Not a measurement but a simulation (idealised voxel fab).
process module | voxel double patterning
cross-section cut | 230 nm wide | cells 5 nm
A cross-section is a grid of square cells, given in bands from the top down. A band is one or more rows of cells.
Each band's line starts with the height of the band's top and of its bottom, in nm. Then come its materials from left to right, each with its width in nm. One material with "throughout" fills the band from edge to edge. "air" is empty space.
Height 0 is the level under which the wafer as received is all one material. The lowest band goes on downwards, as in "0 down".
A width such as "30 to 40" changes by the same amount from each row of cells to the next, from the band's top row to its bottom row.
"no change" after a step means that no cell of the cross-section changed.
closed voids: empty space of 8 cells or more with no open way to the top, each as width x height at its distance from the left edge, in nm
after a step's settings: what the simulator itself notes on the step
overlay nm, on a step with a mask: how far to the right of its planned place the mask lay; to the left if negative
plan
1 op RECEIVE | material Si
2 op CONFORMAL_DEP | material SiO2 | thk nm 10
3 op DIRECTIONAL_DEP | material TiN | thk nm 15
4 op DIRECTIONAL_DEP | material SiCN | thk nm 5
5 op MASKED_ETCH | tone open | mask id FIRST | width nm 15 | pitch nm 50 | etch materials SiCN | depth nm 5 | overlay nm 0
6 op PATTERN | tone open | mask id SECOND | material resist | width nm 15 | pitch nm 50 | thk nm 15 | overlay nm 0
7 op DIRECTIONAL_ETCH | etch materials SiCN | depth nm 5
8 op STRIP | etch materials resist
9 op DIRECTIONAL_ETCH | etch materials TiN | depth nm 15
10 op STRIP | etch materials SiCN
as received, after step 1
  0 down: Si throughout
  closed voids: none
a wafer at the end: this start, this plan, one mistake
  25 to 10: TiN 55 | air 15 | TiN 5 | air 25 | TiN 5 | air 15 | TiN 5 | air 25 | TiN 5 | air 15 | TiN 60
  10 to 0: SiO2 throughout
  0 down: Si throughout
  closed voids: none
what went wrong: step 6 ran as: op PATTERN | tone open | mask id SECOND | material resist | width nm 25 | pitch nm 50 | thk nm 15 | overlay nm 0
